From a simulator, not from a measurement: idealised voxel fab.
process module | voxel gate over fins
cross-section cut | 290 nm wide | cells 5 nm
A cross-section is a grid of square cells, given in bands from the top down. A band is one or more rows of cells.
Each band's line starts with the height of the band's top and of its bottom, in nm. Then come its materials from left to right, each with its width in nm. One material with "throughout" fills the band from edge to edge. "air" is empty space.
Height 0 is the level under which the wafer as received is all one material. The lowest band goes on downwards, as in "0 down".
A width such as "30 to 40" changes by the same amount from each row of cells to the next, from the band's top row to its bottom row.
"no change" after a step means that no cell of the cross-section changed.
closed voids: empty space of 8 cells or more with no open way to the top, each as width x height at its distance from the left edge, in nm
after a step's settings: what the simulator itself notes on the step
overlay nm, on a step with a mask: how far to the right of its planned place the mask lay; to the left if negative
plan
1 op RECEIVE | material Si
2 op CONFORMAL_DEP | material SiN | thk nm 10
3 op DIRECTIONAL_DEP | material aC | thk nm 10
4 op PATTERN | tone cover | mask id FINS | material resist | width nm 15 | pitch nm 45 | thk nm 30 | overlay nm 0
5 op DIRECTIONAL_ETCH | etch materials aC | depth nm 10
6 op STRIP | etch materials resist
7 op DIRECTIONAL_ETCH | etch materials SiN | depth nm 10
8 op DIRECTIONAL_ETCH | etch materials Si | depth nm 40
9 op STRIP | etch materials aC
10 op OXIDIZE | depth nm 5
11 op FILL_DEP | material SiO2 | thk nm 5
12 op CMP | height nm 10
13 op SELECTIVE_ETCH | etch materials SiO2 | depth nm 25
14 op STRIP | etch materials SiN
15 op CONFORMAL_DEP | material HfO2 | thk nm 5
16 op CONFORMAL_DEP | material TiN | thk nm 5
17 op CONFORMAL_DEP | material TiAl | thk nm 5
18 op CONFORMAL_DEP | material TiN | thk nm 5
19 op FILL_DEP | material W | thk nm 10
20 op CMP | height nm 25
21 op CONFORMAL_DEP | material SiN | thk nm 5
first wafer, as planned
as received, after step 1
  0 down: Si throughout
  closed voids: none
after step 2
  10 to 0: SiN throughout
  below 0: unchanged
after step 3
  20 to 10: aC throughout
  below 10: unchanged
after step 4
  50 to 20: air 90 | resist 15 | air 30 | resist 15 | air 30 | resist 15 | air 95
  below 20: unchanged
after step 5
  40 to 20: air 90 | resist 15 | air 30 | resist 15 | air 30 | resist 15 | air 95
  20 to 10: air 90 | aC 15 | air 30 | aC 15 | air 30 | aC 15 | air 95
  below 10: unchanged
after step 6
  20 to 10: air 90 | aC 15 | air 30 | aC 15 | air 30 | aC 15 | air 95
  below 10: unchanged
after step 7
  20 to 10: air 90 | aC 15 | air 30 | aC 15 | air 30 | aC 15 | air 95
  10 to 0: air 90 | SiN 15 | air 30 | SiN 15 | air 30 | SiN 15 | air 95
  below 0: unchanged
after step 8
  20 to 10: air 90 | aC 15 | air 30 | aC 15 | air 30 | aC 15 | air 95
  10 to 0: air 90 | SiN 15 | air 30 | SiN 15 | air 30 | SiN 15 | air 95
  0 to -40: air 90 | Si 15 | air 30 | Si 15 | air 30 | Si 15 | air 95
  below -40: unchanged
after step 9
  10 to 0: air 90 | SiN 15 | air 30 | SiN 15 | air 30 | SiN 15 | air 95
  below 0: unchanged
after step 10
  10 to 0: air 90 | SiN 15 | air 30 | SiN 15 | air 30 | SiN 15 | air 95
  0 to -40: air 90 | SiO2 5 | Si 5 | SiO2 5 | air 30 | SiO2 5 | Si 5 | SiO2 5 | air 30 | SiO2 5 | Si 5 | SiO2 5 | air 95
  -40 to -45: SiO2 95 | Si 5 | SiO2 40 | Si 5 | SiO2 40 | Si 5 | SiO2 100
  below -45: unchanged
after step 11
  15 to 10: SiO2 throughout
  10 to 0: SiO2 90 | SiN 15 | SiO2 30 | SiN 15 | SiO2 30 | SiN 15 | SiO2 95
  0 to -45: SiO2 95 | Si 5 | SiO2 40 | Si 5 | SiO2 40 | Si 5 | SiO2 100
  below -45: unchanged
after step 12
  10 to 0: SiO2 90 | SiN 15 | SiO2 30 | SiN 15 | SiO2 30 | SiN 15 | SiO2 95
  below 0: unchanged
after step 13
  10 to 0: air 90 | SiN 15 | air 30 | SiN 15 | air 30 | SiN 15 | air 95
  0 to -15: air 95 | Si 5 | air 40 | Si 5 | air 40 | Si 5 | air 100
  below -15: unchanged
after step 14
  0 to -15: air 95 | Si 5 | air 40 | Si 5 | air 40 | Si 5 | air 100
  below -15: unchanged
after step 15
  5 to 0: air 90 | HfO2 15 | air 30 | HfO2 15 | air 30 | HfO2 15 | air 95
  0 to -10: air 90 | HfO2 5 | Si 5 | HfO2 5 | air 30 | HfO2 5 | Si 5 | HfO2 5 | air 30 | HfO2 5 | Si 5 | HfO2 5 | air 95
  -10 to -15: HfO2 95 | Si 5 | HfO2 40 | Si 5 | HfO2 40 | Si 5 | HfO2 100
  below -15: unchanged
after step 16
  10 to 5: air 85 | TiN 25 | air 20 | TiN 25 | air 20 | TiN 25 | air 90
  5 to 0: air 85 | TiN 5 | HfO2 15 | TiN 5 | air 20 | TiN 5 | HfO2 15 | TiN 5 | air 20 | TiN 5 | HfO2 15 | TiN 5 | air 90
  0 to -5: air 85 | TiN 5 | HfO2 5 | Si 5 | HfO2 5 | TiN 5 | air 20 | TiN 5 | HfO2 5 | Si 5 | HfO2 5 | TiN 5 | air 20 | TiN 5 | HfO2 5 | Si 5 | HfO2 5 | TiN 5 | air 90
  -5 to -10: TiN 90 | HfO2 5 | Si 5 | HfO2 5 | TiN 30 | HfO2 5 | Si 5 | HfO2 5 | TiN 30 | HfO2 5 | Si 5 | HfO2 5 | TiN 95
  below -10: unchanged
after step 17
  15 to 10: air 80 | TiAl 35 | air 10 | TiAl 35 | air 10 | TiAl 35 | air 85
  10 to 5: air 80 | TiAl 5 | TiN 25 | TiAl 5 | air 10 | TiAl 5 | TiN 25 | TiAl 5 | air 10 | TiAl 5 | TiN 25 | TiAl 5 | air 85
  5 to 0: air 80 | TiAl 5 | TiN 5 | HfO2 15 | TiN 5 | TiAl 5 | air 10 | TiAl 5 | TiN 5 | HfO2 15 | TiN 5 | TiAl 5 | air 10 | TiAl 5 | TiN 5 | HfO2 15 | TiN 5 | TiAl 5 | air 85
  0 to -5: TiAl 85 | TiN 5 | HfO2 5 | Si 5 | HfO2 5 | TiN 5 | TiAl 20 | TiN 5 | HfO2 5 | Si 5 | HfO2 5 | TiN 5 | TiAl 20 | TiN 5 | HfO2 5 | Si 5 | HfO2 5 | TiN 5 | TiAl 90
  below -5: unchanged
after step 18
  20 to 15: air 75 | TiN 135 | air 80
  15 to 10: air 75 | TiN 5 | TiAl 35 | TiN 10 | TiAl 35 | TiN 10 | TiAl 35 | TiN 5 | air 80
  10 to 5: air 75 | TiN 5 | TiAl 5 | TiN 25 | TiAl 5 | TiN 10 | TiAl 5 | TiN 25 | TiAl 5 | TiN 10 | TiAl 5 | TiN 25 | TiAl 5 | TiN 5 | air 80
  5 to 0: TiN 80 | TiAl 5 | TiN 5 | HfO2 15 | TiN 5 | TiAl 5 | TiN 10 | TiAl 5 | TiN 5 | HfO2 15 | TiN 5 | TiAl 5 | TiN 10 | TiAl 5 | TiN 5 | HfO2 15 | TiN 5 | TiAl 5 | TiN 85
  below 0: unchanged
after step 19
  30 to 20: W throughout
  20 to 15: W 75 | TiN 135 | W 80
  15 to 10: W 75 | TiN 5 | TiAl 35 | TiN 10 | TiAl 35 | TiN 10 | TiAl 35 | TiN 5 | W 80
  10 to 5: W 75 | TiN 5 | TiAl 5 | TiN 25 | TiAl 5 | TiN 10 | TiAl 5 | TiN 25 | TiAl 5 | TiN 10 | TiAl 5 | TiN 25 | TiAl 5 | TiN 5 | W 80
  below 5: unchanged
after step 20
  25 to 20: W throughout
  below 20: unchanged
after step 21
  30 to 25: SiN throughout
  below 25: unchanged
second wafer: like start, like plan, one mistake. Through step 3 it matches the first wafer
when step 4 should have ended
  50 to 20: air 100 | resist 15 | air 30 | resist 15 | air 30 | resist 15 | air 85
  below 20: unchanged
when step 5 should have ended
  40 to 20: air 100 | resist 15 | air 30 | resist 15 | air 30 | resist 15 | air 85
  20 to 10: air 100 | aC 15 | air 30 | aC 15 | air 30 | aC 15 | air 85
  below 10: unchanged
when step 6 should have ended
  20 to 10: air 100 | aC 15 | air 30 | aC 15 | air 30 | aC 15 | air 85
  below 10: unchanged
when step 7 should have ended
  20 to 10: air 100 | aC 15 | air 30 | aC 15 | air 30 | aC 15 | air 85
  10 to 0: air 100 | SiN 15 | air 30 | SiN 15 | air 30 | SiN 15 | air 85
  below 0: unchanged
when step 8 should have ended
  20 to 10: air 100 | aC 15 | air 30 | aC 15 | air 30 | aC 15 | air 85
  10 to 0: air 100 | SiN 15 | air 30 | SiN 15 | air 30 | SiN 15 | air 85
  0 to -40: air 100 | Si 15 | air 30 | Si 15 | air 30 | Si 15 | air 85
  below -40: unchanged
when step 9 should have ended
  10 to 0: air 100 | SiN 15 | air 30 | SiN 15 | air 30 | SiN 15 | air 85
  below 0: unchanged
when step 10 should have ended
  10 to 0: air 100 | SiN 15 | air 30 | SiN 15 | air 30 | SiN 15 | air 85
  0 to -40: air 100 | SiO2 5 | Si 5 | SiO2 5 | air 30 | SiO2 5 | Si 5 | SiO2 5 | air 30 | SiO2 5 | Si 5 | SiO2 5 | air 85
  -40 to -45: SiO2 105 | Si 5 | SiO2 40 | Si 5 | SiO2 40 | Si 5 | SiO2 90
  below -45: unchanged
when step 11 should have ended
  15 to 10: SiO2 throughout
  10 to 0: SiO2 100 | SiN 15 | SiO2 30 | SiN 15 | SiO2 30 | SiN 15 | SiO2 85
  0 to -45: SiO2 105 | Si 5 | SiO2 40 | Si 5 | SiO2 40 | Si 5 | SiO2 90
  below -45: unchanged
when step 12 should have ended
  10 to 0: SiO2 100 | SiN 15 | SiO2 30 | SiN 15 | SiO2 30 | SiN 15 | SiO2 85
  below 0: unchanged
when step 13 should have ended
  10 to 0: air 100 | SiN 15 | air 30 | SiN 15 | air 30 | SiN 15 | air 85
  0 to -15: air 105 | Si 5 | air 40 | Si 5 | air 40 | Si 5 | air 90
  below -15: unchanged
when step 14 should have ended
  0 to -15: air 105 | Si 5 | air 40 | Si 5 | air 40 | Si 5 | air 90
  below -15: unchanged
when step 15 should have ended
  5 to 0: air 100 | HfO2 15 | air 30 | HfO2 15 | air 30 | HfO2 15 | air 85
  0 to -10: air 100 | HfO2 5 | Si 5 | HfO2 5 | air 30 | HfO2 5 | Si 5 | HfO2 5 | air 30 | HfO2 5 | Si 5 | HfO2 5 | air 85
  -10 to -15: HfO2 105 | Si 5 | HfO2 40 | Si 5 | HfO2 40 | Si 5 | HfO2 90
  below -15: unchanged
when step 16 should have ended
  10 to 5: air 95 | TiN 25 | air 20 | TiN 25 | air 20 | TiN 25 | air 80
  5 to 0: air 95 | TiN 5 | HfO2 15 | TiN 5 | air 20 | TiN 5 | HfO2 15 | TiN 5 | air 20 | TiN 5 | HfO2 15 | TiN 5 | air 80
  0 to -5: air 95 | TiN 5 | HfO2 5 | Si 5 | HfO2 5 | TiN 5 | air 20 | TiN 5 | HfO2 5 | Si 5 | HfO2 5 | TiN 5 | air 20 | TiN 5 | HfO2 5 | Si 5 | HfO2 5 | TiN 5 | air 80
  -5 to -10: TiN 100 | HfO2 5 | Si 5 | HfO2 5 | TiN 30 | HfO2 5 | Si 5 | HfO2 5 | TiN 30 | HfO2 5 | Si 5 | HfO2 5 | TiN 85
  below -10: unchanged
when step 17 should have ended
  15 to 10: air 90 | TiAl 35 | air 10 | TiAl 35 | air 10 | TiAl 35 | air 75
  10 to 5: air 90 | TiAl 5 | TiN 25 | TiAl 5 | air 10 | TiAl 5 | TiN 25 | TiAl 5 | air 10 | TiAl 5 | TiN 25 | TiAl 5 | air 75
  5 to 0: air 90 | TiAl 5 | TiN 5 | HfO2 15 | TiN 5 | TiAl 5 | air 10 | TiAl 5 | TiN 5 | HfO2 15 | TiN 5 | TiAl 5 | air 10 | TiAl 5 | TiN 5 | HfO2 15 | TiN 5 | TiAl 5 | air 75
  0 to -5: TiAl 95 | TiN 5 | HfO2 5 | Si 5 | HfO2 5 | TiN 5 | TiAl 20 | TiN 5 | HfO2 5 | Si 5 | HfO2 5 | TiN 5 | TiAl 20 | TiN 5 | HfO2 5 | Si 5 | HfO2 5 | TiN 5 | TiAl 80
  below -5: unchanged
when step 18 should have ended
  20 to 15: air 85 | TiN 135 | air 70
  15 to 10: air 85 | TiN 5 | TiAl 35 | TiN 10 | TiAl 35 | TiN 10 | TiAl 35 | TiN 5 | air 70
  10 to 5: air 85 | TiN 5 | TiAl 5 | TiN 25 | TiAl 5 | TiN 10 | TiAl 5 | TiN 25 | TiAl 5 | TiN 10 | TiAl 5 | TiN 25 | TiAl 5 | TiN 5 | air 70
  5 to 0: TiN 90 | TiAl 5 | TiN 5 | HfO2 15 | TiN 5 | TiAl 5 | TiN 10 | TiAl 5 | TiN 5 | HfO2 15 | TiN 5 | TiAl 5 | TiN 10 | TiAl 5 | TiN 5 | HfO2 15 | TiN 5 | TiAl 5 | TiN 75
  below 0: unchanged
when step 19 should have ended
  30 to 20: W throughout
  20 to 15: W 85 | TiN 135 | W 70
  15 to 10: W 85 | TiN 5 | TiAl 35 | TiN 10 | TiAl 35 | TiN 10 | TiAl 35 | TiN 5 | W 70
  10 to 5: W 85 | TiN 5 | TiAl 5 | TiN 25 | TiAl 5 | TiN 10 | TiAl 5 | TiN 25 | TiAl 5 | TiN 10 | TiAl 5 | TiN 25 | TiAl 5 | TiN 5 | W 70
  below 5: unchanged
when step 20 should have ended
  25 to 20: W throughout
  below 20: unchanged
when step 21 should have ended
  30 to 25: SiN throughout
  below 25: unchanged
what went wrong: step 4 ran as: op PATTERN | tone cover | mask id FINS | material resist | width nm 15 | pitch nm 45 | thk nm 30 | overlay nm 10
at the end the second wafer has, in cells: as many of each material as the first, in other places
